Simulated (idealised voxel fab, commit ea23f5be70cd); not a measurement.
This is a process module. Its name is voxel fin reveal.
The width of the displayed cross-section, cut, is 210 nm; its cells are square, with a size of 5 nm.
Format of a cross-section: grid, square cells. Given as bands. Order: top down. Band: one or more rows of cells.
Band: top height; bottom height; in nm. Then, left to right: material with width in nm, for each material. "full width": a single material spanning edge to edge. "empty": empty space.
Height datum 0, below which the as-received substrate wafer is one material. Lowest band open at the bottom, running downward: "0 and below".
Top row gets the first number, bottom row gets the second, and each row in between changes by the same step: that is how a band width like "30->40" works.
Take "remained unchanged" at face value: in the step it is given for, the cross-section changed in none of its cells.
"Listed closed voids" contains a list of empty spaces, each no smaller than 8 cells and without an open way to the top, written in the form width x height at distance with the distance from the left edge and all three in nm.
Formally, on a step line, whatever follows the settings is a remark that the simulator itself makes on the step.
"overlay nm" denotes, for a step that has a mask, the displacement of the mask to the right of its planned place, with negative values corresponding to the left.

So here's the lineup of process steps we planned:
1) RECEIVE | material Si
2) CONFORMAL_DEP | material SiN | thk nm 10
3) PATTERN | tone cover | mask id FINS | material resist | width nm 15 | pitch nm 40 | thk nm 20 | overlay nm 0
4) DIRECTIONAL_ETCH | etch materials SiN | depth nm 10
5) DIRECTIONAL_ETCH | etch materials Si | depth nm 40
6) STRIP | etch materials resist
7) OXIDIZE | depth nm 5
8) FILL_DEP | material SiO2 | thk nm 5
9) CMP | height nm 10
10) SELECTIVE_ETCH | etch materials SiO2 | depth nm 20
11) STRIP | etch materials SiN
12) CONFORMAL_DEP | material HfO2 | thk nm 5

As-received state of the wafer in cross-section, equivalent to post-step 1:
> 0 and below | Si full width
> Listed closed voids: none

First of two wafers, end-of-module section, run followed plan:
> 5 down to 0 | empty (55), HfO2 (15), empty (25), HfO2 (15), empty (25), HfO2 (15), empty (60)
> 0 down to -5 | empty (55), HfO2 (5), Si (5), HfO2 (5), empty (25), HfO2 (5), Si (5), HfO2 (5), empty (25), HfO2 (5), Si (5), HfO2 (5), empty (60)
> -5 down to -10 | HfO2 (60), Si (5), HfO2 (35), Si (5), HfO2 (35), Si (5), HfO2 (65)
> -10 down to -45 | SiO2 (60), Si (5), SiO2 (35), Si (5), SiO2 (35), Si (5), SiO2 (65)
> -45 and below | Si full width
> Listed closed voids: none

End-of-module cross-section of the second wafer: identical starting point and process plan to the first, with one processing mistake:
> 5 down to 0 | empty (55), HfO2 (15), empty (25), HfO2 (15), empty (25), HfO2 (15), empty (60)
> 0 down to -5 | empty (55), HfO2 (5), Si (5), HfO2 (5), empty (25), HfO2 (5), Si (5), HfO2 (5), empty (25), HfO2 (5), Si (5), HfO2 (5), empty (60)
> -5 down to -10 | HfO2 (40), empty (15), HfO2 (5), Si (5), HfO2 (5), empty (25), HfO2 (5), Si (5), HfO2 (5), empty (25), HfO2 (5), Si (5), HfO2 (5), empty (15), HfO2 (45)
> -10 down to -15 | SiO2 (35), HfO2 (5), empty (15), HfO2 (5), Si (5), HfO2 (5), empty (25), HfO2 (5), Si (5), HfO2 (5), empty (25), HfO2 (5), Si (5), HfO2 (5), empty (15), HfO2 (5), SiO2 (40)
> -15 down to -20 | SiO2 (35), HfO2 (25), Si (5), HfO2 (35), Si (5), HfO2 (35), Si (5), HfO2 (25), SiO2 (40)
> -20 down to -45 | SiO2 (60), Si (5), SiO2 (35), Si (5), SiO2 (35), Si (5), SiO2 (65)
> -45 and below | Si full width
> Listed closed voids: none
What was done differently from what was planned? deviation from plan: step 11 and step 10 executed in one another's positions
Cell-count delta at end, second wafer over first, by material: 16 more of HfO2 | 48 fewer of SiO2
